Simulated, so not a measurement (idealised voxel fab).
process module | voxel air gaps
cross-section cut | 185 nm wide | cells 5 nm
A cross-section is a grid of square cells, given in bands from the top down. A band is one or more rows of cells.
Each band's line starts with the height of the band's top and of its bottom, in nm. Then come its materials from left to right, each with its width in nm. One material with "throughout" fills the band from edge to edge. "air" is empty space.
Height 0 is the level under which the wafer as received is all one material. The lowest band goes on downwards, as in "0 down".
A width such as "30 to 40" changes by the same amount from each row of cells to the next, from the band's top row to its bottom row.
"no change" after a step means that no cell of the cross-section changed.
closed voids: empty space of 8 cells or more with no open way to the top, each as width x height at its distance from the left edge, in nm
after a step's settings: what the simulator itself notes on the step
overlay nm, on a step with a mask: how far to the right of its planned place the mask lay; to the left if negative
plan
1 op RECEIVE | material Si
2 op CONFORMAL_DEP | material SiO2 | thk nm 10
3 op CONFORMAL_DEP | material SiN | thk nm 5
4 op DIRECTIONAL_DEP | material lowk | thk nm 30
5 op PATTERN | tone open | mask id LINES | material resist | width nm 20 | pitch nm 45 | thk nm 15 | overlay nm 0
6 op DIRECTIONAL_ETCH | etch materials lowk | depth nm 30
7 op STRIP | etch materials resist
8 op CONFORMAL_DEP | material TiN | thk nm 5
9 op FILL_DEP | material W | thk nm 10
10 op CMP | height nm 45
11 op EPI | material Ru | thk nm 10
12 op SELECTIVE_ETCH | etch materials lowk | depth nm 40
13 op CONFORMAL_DEP | material SiN | thk nm 5
as received, after step 1
  0 down: Si throughout
  closed voids: none
first wafer at the end, as planned
  60 to 55: air 20 | SiN 140 | air 25
  55 to 45: air 20 | SiN 5 | Ru 40 | SiN 5 | Ru 40 | SiN 5 | Ru 40 | SiN 5 | air 25
  45 to 40: air 20 | SiN 15 | TiN 5 | W 10 | TiN 5 | SiN 25 | TiN 5 | W 10 | TiN 5 | SiN 25 | TiN 5 | W 10 | TiN 5 | SiN 15 | air 25
  40 to 20: air 30 | SiN 5 | TiN 5 | W 10 | TiN 5 | SiN 5 | air 15 | SiN 5 | TiN 5 | W 10 | TiN 5 | SiN 5 | air 15 | SiN 5 | TiN 5 | W 10 | TiN 5 | SiN 5 | air 35
  20 to 15: SiN 35 | TiN 20 | SiN 25 | TiN 20 | SiN 25 | TiN 20 | SiN 40
  15 to 10: SiN throughout
  10 to 0: SiO2 throughout
  0 down: Si throughout
  closed voids: 15 x 20 at 60; 15 x 20 at 105
second wafer at the end: like start, like plan, one mistake
  60 to 55: air 20 | SiN 140 | air 25
  55 to 45: air 20 | SiN 5 | Ru 40 | SiN 5 | Ru 40 | SiN 5 | Ru 40 | SiN 5 | air 25
  45 to 40: air 20 | SiN 15 | Ru 5 | W 10 | Ru 5 | SiN 25 | Ru 5 | W 10 | Ru 5 | SiN 25 | Ru 5 | W 10 | Ru 5 | SiN 15 | air 25
  40 to 20: air 30 | SiN 5 | Ru 5 | W 10 | Ru 5 | SiN 5 | air 15 | SiN 5 | Ru 5 | W 10 | Ru 5 | SiN 5 | air 15 | SiN 5 | Ru 5 | W 10 | Ru 5 | SiN 5 | air 35
  20 to 15: SiN 35 | Ru 20 | SiN 25 | Ru 20 | SiN 25 | Ru 20 | SiN 40
  15 to 10: SiN throughout
  10 to 0: SiO2 throughout
  0 down: Si throughout
  closed voids: 15 x 20 at 60; 15 x 20 at 105
what went wrong: step 8 ran as: op CONFORMAL_DEP | material Ru | thk nm 5
at the end the second wafer has, in cells: 42 more of Ru | 42 fewer of TiN
